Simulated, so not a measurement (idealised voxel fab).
A process module follows: voxel wiring stack.
It is cross-section cut that appears here, measuring 230 nm in width, its square cells being 5 nm in size.
A cross-section is a grid of square cells, given in bands from the top down. A band is one or more rows of cells.
Each band's line starts with the height of the band's top and of its bottom, in nm. Then come its materials from left to right, each with its width in nm. One material with "everywhere" fills the band from edge to edge. "empty" is empty space.
Heights are reckoned from 0. Under this level, the received wafer is all of one material. The bottommost band is open-ended downward, for example "0 and below".
Width spec "30->40" -> top row of cells at first value, bottom row at second value, equal per-row change in between.
Basically "changes: none" means that step didn't change any cell in the cross-section.
"Sealed-off cavities" specifies each empty space that is not open to the top and that occupies no fewer than 8 cells, using the form width x height at distance, the distance measured from the left edge and all three quantities in nm.
Note: text after step settings on the step line = simulator remark on that step.
The line of a step may include "overlay nm". On a step with a mask, this value is how far to the right of its planned place the mask lay. A negative value means the mask lay to the left.
### Process steps (planned)
step 1: RECEIVE [material Si]
step 2: CONFORMAL_DEP [material SiO2] [thk nm 10]
step 3: DIRECTIONAL_DEP [material TiN] [thk nm 5]
step 4: DIRECTIONAL_DEP [material W] [thk nm 25]
step 5: DIRECTIONAL_DEP [material aC] [thk nm 15]
step 6: PATTERN [tone cover] [mask id METAL_1] [material resist] [width nm 20] [pitch nm 45] [thk nm 35] [overlay nm 0]
step 7: DIRECTIONAL_ETCH [etch materials aC] [depth nm 15]
step 8: STRIP [etch materials resist]
step 9: DIRECTIONAL_ETCH [etch materials W] [depth nm 25]
step 10: DIRECTIONAL_ETCH [etch materials TiN] [depth nm 5]
step 11: STRIP [etch materials aC]
step 12: CONFORMAL_DEP [material SiCN] [thk nm 5]
step 13: FILL_DEP [material lowk] [thk nm 5]
step 14: CMP [height nm 40]
step 15: CONFORMAL_DEP [material SiCN] [thk nm 5]
step 16: DIRECTIONAL_DEP [material SiO2] [thk nm 25]
step 17: MASKED_ETCH [tone open] [mask id METAL_2] [width nm 20] [pitch nm 45] [etch materials SiO2] [depth nm 15] [overlay nm 0]
step 18: PATTERN [tone open] [mask id METAL_2_HOLES] [material resist] [width nm 15] [pitch nm 90] [thk nm 15] [overlay nm 0]
step 19: DIRECTIONAL_ETCH [etch materials SiO2] [depth nm 10]
step 20: DIRECTIONAL_ETCH [etch materials SiCN] [depth nm 5]
step 21: STRIP [etch materials resist]
step 22: CONFORMAL_DEP [material TiN] [thk nm 5]
step 23: FILL_DEP [material Cu] [thk nm 5]
step 24: CMP [height nm 70]
step 25: CONFORMAL_DEP [material SiCN] [thk nm 5]
### Cross-section of the incoming wafer, state after step 1
0 and below = Si everywhere
Sealed-off cavities: none
### Module complete, cross-section. Starting point and plan per above. One mistake made in running the module
75 down to 70 = SiCN everywhere
70 down to 60 = 45->30 of Cu  5->20 of TiN  5 of SiO2  5 of TiN  15 of Cu  5 of TiN  20 of SiO2  5 of TiN  30->15 of Cu  5->20 of TiN  5 of SiO2  5 of TiN  15 of Cu  5 of TiN  20 of SiO2  5 of TiN  35 of Cu
60 down to 55 = 35 of TiN  20 of SiO2  25 of TiN  20 of SiO2  25 of TiN  20 of SiO2  25 of TiN  20 of SiO2  40 of TiN
55 down to 45 = SiO2 everywhere
45 down to 40 = SiCN everywhere
40 down to 15 = 30 of lowk  5 of SiCN  20 of W  5 of SiCN  15 of lowk  5 of SiCN  20 of W  5 of SiCN  15 of lowk  5 of SiCN  20 of W  5 of SiCN  15 of lowk  5 of SiCN  20 of W  5 of SiCN  35 of lowk
15 down to 10 = 35 of SiCN  20 of TiN  25 of SiCN  20 of TiN  25 of SiCN  20 of TiN  25 of SiCN  20 of TiN  40 of SiCN
10 down to 0 = SiO2 everywhere
0 and below = Si everywhere
Sealed-off cavities: none
Want to know what went wrong? not per plan at step 17, really ran MASKED_ETCH [tone cover] [mask id METAL_2] [width nm 20] [pitch nm 45] [etch materials SiO2] [depth nm 15] [overlay nm 0]
